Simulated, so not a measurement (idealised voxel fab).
The name of this process module is voxel fin reveal.
cross-section cut | 270 nm wide | cells 5 nm
Bands, listed from the top down, are how a cross-section gets written in this document; the cross-section itself is a grid of square cells, and a band is one or more rows of them.
Quick guide to a band line: top height, bottom height (nm) up front; then every material left to right with its width in nm. Only one material and it's marked "edge to edge"? Then it fills the band edge to edge. And "air" just means empty space.
Heights are expressed relative to 0, this being the level below which the as-received wafer comprises one material exclusively. The lowest band is unbounded in the downward direction and is denoted as in "0 -> down".
It should be noted that a width expressed as "30..40" varies in equal increments from row to row of cells within the band, taking the value of the first number at the top row and that of the second number at the bottom row.
"same as before" (step): cross-section cells unchanged, all of them.
Heads up: "Sealed internal voids" only lists the empty pockets with no open path to the top that are 8 cells or more, and it writes them as width x height at distance, distance from the left edge, in nm.
Text after the settings on a step's line: the simulator's own remark on that step.
When a step includes a mask, the "overlay nm" setting on its line states how far to the right of its planned place that mask lay, and negative values state how far to the left.
-- Below is the list of planned process steps
1: RECEIVE (material Si)
2: CONFORMAL_DEP (material SiN; thk nm 5)
3: MASKED_ETCH (tone cover; mask id FINS; width nm 15; pitch nm 40; etch materials SiN; depth nm 5; overlay nm 0)
4: MASKED_ETCH (tone cover; mask id FINS; width nm 15; pitch nm 40; etch materials Si; depth nm 40; overlay nm 0)
5: OXIDIZE (depth nm 5)
6: FILL_DEP (material SiO2; thk nm 10)
7: CMP (height nm 5)
8: SELECTIVE_ETCH (etch materials SiO2; depth nm 20)
9: STRIP (etch materials SiN)
10: CONFORMAL_DEP (material HfO2; thk nm 5)
-- As-received state of the wafer in cross-section, equivalent to post-step 1
	0 -> down | Si edge to edge
	Sealed internal voids: none
-- First of two wafers at the end of the module, shown in cross-section; run carried out as planned
	5 -> 0 | air=85; HfO2=15; air=25; HfO2=15; air=25; HfO2=15; air=90
	0 -> -10 | air=85; HfO2=5; Si=5; HfO2=5; air=25; HfO2=5; Si=5; HfO2=5; air=25; HfO2=5; Si=5; HfO2=5; air=90
	-10 -> -15 | HfO2=90; Si=5; HfO2=35; Si=5; HfO2=35; Si=5; HfO2=95
	-15 -> -45 | SiO2=90; Si=5; SiO2=35; Si=5; SiO2=35; Si=5; SiO2=95
	-45 -> down | Si edge to edge
	Sealed internal voids: none
-- This cross-section belongs to the second wafer of two at the end of the module; the start and the plan were shared with the first, and the run included one mistake
	0 -> -15 | air=90; Si=5; air=35; Si=5; air=35; Si=5; air=95
	-15 -> -45 | SiO2=90; Si=5; SiO2=35; Si=5; SiO2=35; Si=5; SiO2=95
	-45 -> down | Si edge to edge
	Sealed internal voids: none
Diagnosis: step 10 from the plan never happened, it was just skipped
Final comparison by cell count, materials where the second wafer has more or fewer than the first: -72 HfO2
